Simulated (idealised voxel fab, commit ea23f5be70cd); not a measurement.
The following is a process module called voxel trench capacitor.
We display cut, a cross-section 180 nm in width whose square cells are each 5 nm.
In what follows, cross-sections appear as grids of square cells, described through bands that run from the top down, where every band is one or more rows of cells.
It is stipulated that each band's entry specify, in nanometres, the height of the top of the band and then that of its bottom, followed by the materials of the band in left-to-right sequence, each together with its width in nanometres. A single material marked by the word "everywhere" is understood to fill the band from edge to edge; the word "blank" is understood to denote empty space.
We count height from 0. Below that, the starting wafer is all one material. The lowest band never ends at the bottom but goes on down; see "0..down" for how that is written.
Per-row width for "30..40": begins at first number (top row of band), ends at second number (bottom row), increment between rows held constant.
"remained unchanged" means the step left every cell of the cross-section as it was.
Heads up: "Closed empty spaces" only lists the empty pockets with no open path to the top that are 8 cells or more, and it writes them as width x height at distance, distance from the left edge, in nm.
On each step's line, the part that comes after the settings is the simulator's own comment on the step.
You can add "overlay nm" to a step's line. For a step with a mask, it describes how far the mask lay to the right of its planned position, and a negative number describes a lay to the left.

THE PLANNED PROCESS STEPS ARE ENUMERATED HEREUNDER
| 1 | RECEIVE, material Si |
| 2 | CONFORMAL_DEP, material SiN, thk nm 10 |
| 3 | DIRECTIONAL_DEP, material aC, thk nm 10 |
| 4 | PATTERN, tone open, mask id TRENCH, material resist, width nm 25, pitch nm 55, thk nm 25, overlay nm 0 |
| 5 | DIRECTIONAL_ETCH, etch materials aC, depth nm 10 |
| 6 | STRIP, etch materials resist |
| 7 | DIRECTIONAL_ETCH, etch materials SiN, depth nm 10 |
| 8 | DIRECTIONAL_ETCH, etch materials Si, depth nm 40 |
| 9 | STRIP, etch materials aC |
| 10 | CONFORMAL_DEP, material SiO2, thk nm 5 |
| 11 | FILL_DEP, material polySi, thk nm 10 |
| 12 | CMP, height nm 10 |

CONCERNING THE FIRST OF TWO WAFERS, WHICH WAS RUN IN ACCORDANCE WITH THE PLAN

CROSS-SECTION OF THE WAFER UPON ARRIVAL, REPRESENTING THE STATE REACHED AFTER STEP 1
	0..down | Si everywhere
	Closed empty spaces: none

CROSS-SECTION OF THE WAFER AFTER STEP 2
	10..0 | SiN everywhere
	Below 0, no change.

CROSS-SECTION OF THE WAFER AFTER STEP 3
	20..10 | aC everywhere
	Below 10, no change.

CROSS-SECTION OF THE WAFER AFTER STEP 4
	45..20 | 50 of resist  25 of blank  30 of resist  25 of blank  50 of resist
	Below 20, no change.

CROSS-SECTION OF THE WAFER AFTER STEP 5
	35..20 | 50 of resist  25 of blank  30 of resist  25 of blank  50 of resist
	20..10 | 50 of aC  25 of blank  30 of aC  25 of blank  50 of aC
	Below 10, no change.

CROSS-SECTION OF THE WAFER AFTER STEP 6
	20..10 | 50 of aC  25 of blank  30 of aC  25 of blank  50 of aC
	Below 10, no change.

CROSS-SECTION OF THE WAFER AFTER STEP 7
	20..10 | 50 of aC  25 of blank  30 of aC  25 of blank  50 of aC
	10..0 | 50 of SiN  25 of blank  30 of SiN  25 of blank  50 of SiN
	Below 0, no change.

CROSS-SECTION OF THE WAFER AFTER STEP 8
	20..10 | 50 of aC  25 of blank  30 of aC  25 of blank  50 of aC
	10..0 | 50 of SiN  25 of blank  30 of SiN  25 of blank  50 of SiN
	0..-40 | 50 of Si  25 of blank  30 of Si  25 of blank  50 of Si
	Below -40, no change.

CROSS-SECTION OF THE WAFER AFTER STEP 9
	10..0 | 50 of SiN  25 of blank  30 of SiN  25 of blank  50 of SiN
	Below 0, no change.

CROSS-SECTION OF THE WAFER AFTER STEP 10
	15..10 | 55 of SiO2  15 of blank  40 of SiO2  15 of blank  55 of SiO2
	10..0 | 50 of SiN  5 of SiO2  15 of blank  5 of SiO2  30 of SiN  5 of SiO2  15 of blank  5 of SiO2  50 of SiN
	0..-35 | 50 of Si  5 of SiO2  15 of blank  5 of SiO2  30 of Si  5 of SiO2  15 of blank  5 of SiO2  50 of Si
	-35..-40 | 50 of Si  25 of SiO2  30 of Si  25 of SiO2  50 of Si
	Below -40, no change.

CROSS-SECTION OF THE WAFER AFTER STEP 11
	25..15 | polySi everywhere
	15..10 | 55 of SiO2  15 of polySi  40 of SiO2  15 of polySi  55 of SiO2
	10..0 | 50 of SiN  5 of SiO2  15 of polySi  5 of SiO2  30 of SiN  5 of SiO2  15 of polySi  5 of SiO2  50 of SiN
	0..-35 | 50 of Si  5 of SiO2  15 of polySi  5 of SiO2  30 of Si  5 of SiO2  15 of polySi  5 of SiO2  50 of Si
	Below -35, no change.

CROSS-SECTION OF THE WAFER AFTER STEP 12
	10..0 | 50 of SiN  5 of SiO2  15 of polySi  5 of SiO2  30 of SiN  5 of SiO2  15 of polySi  5 of SiO2  50 of SiN
	Below 0, no change.

SECOND WAFER - SHARED START AND PLAN WITH THE FIRST - ONE ERROR IN RUNNING - SAME AS THE FIRST UP TO STEP 1 INCLUSIVE

PLANNED END OF STEP 2: SECOND WAFER, CROSS-SECTION
	10..0 | polySi everywhere
	Below 0, no change.

PLANNED END OF STEP 3: SECOND WAFER, CROSS-SECTION
	20..10 | aC everywhere
	Below 10, no change.

PLANNED END OF STEP 4: SECOND WAFER, CROSS-SECTION
	45..20 | 50 of resist  25 of blank  30 of resist  25 of blank  50 of resist
	Below 20, no change.

PLANNED END OF STEP 5: SECOND WAFER, CROSS-SECTION
	35..20 | 50 of resist  25 of blank  30 of resist  25 of blank  50 of resist
	20..10 | 50 of aC  25 of blank  30 of aC  25 of blank  50 of aC
	Below 10, no change.

PLANNED END OF STEP 6: SECOND WAFER, CROSS-SECTION
	20..10 | 50 of aC  25 of blank  30 of aC  25 of blank  50 of aC
	Below 10, no change.

Planned end of step 7: second wafer, cross-section: remained unchanged

PLANNED END OF STEP 8: SECOND WAFER, CROSS-SECTION
	20..10 | 50 of aC  25 of blank  30 of aC  25 of blank  50 of aC
	10..0 | 50 of polySi  25 of blank  30 of polySi  25 of blank  50 of polySi
	0..-30 | 50 of Si  25 of blank  30 of Si  25 of blank  50 of Si
	Below -30, no change.

PLANNED END OF STEP 9: SECOND WAFER, CROSS-SECTION
	10..0 | 50 of polySi  25 of blank  30 of polySi  25 of blank  50 of polySi
	Below 0, no change.

PLANNED END OF STEP 10: SECOND WAFER, CROSS-SECTION
	15..10 | 55 of SiO2  15 of blank  40 of SiO2  15 of blank  55 of SiO2
	10..0 | 50 of polySi  5 of SiO2  15 of blank  5 of SiO2  30 of polySi  5 of SiO2  15 of blank  5 of SiO2  50 of polySi
	0..-25 | 50 of Si  5 of SiO2  15 of blank  5 of SiO2  30 of Si  5 of SiO2  15 of blank  5 of SiO2  50 of Si
	-25..-30 | 50 of Si  25 of SiO2  30 of Si  25 of SiO2  50 of Si
	Below -30, no change.

PLANNED END OF STEP 11: SECOND WAFER, CROSS-SECTION
	25..15 | polySi everywhere
	15..10 | 55 of SiO2  15 of polySi  40 of SiO2  15 of polySi  55 of SiO2
	10..0 | 50 of polySi  5 of SiO2  15 of polySi  5 of SiO2  30 of polySi  5 of SiO2  15 of polySi  5 of SiO2  50 of polySi
	0..-25 | 50 of Si  5 of SiO2  15 of polySi  5 of SiO2  30 of Si  5 of SiO2  15 of polySi  5 of SiO2  50 of Si
	Below -25, no change.

PLANNED END OF STEP 12: SECOND WAFER, CROSS-SECTION
	10..0 | 50 of polySi  5 of SiO2  15 of polySi  5 of SiO2  30 of polySi  5 of SiO2  15 of polySi  5 of SiO2  50 of polySi
	Below 0, no change.
So what did we get wrong on this run? step 2: run off-plan, actual operation and settings CONFORMAL_DEP, material polySi, thk nm 10
Final tally in cells, some materials are higher or lower on the second wafer than on the first: 20 more of Si, 52 fewer of SiN, 8 fewer of SiO2, 40 more of polySi
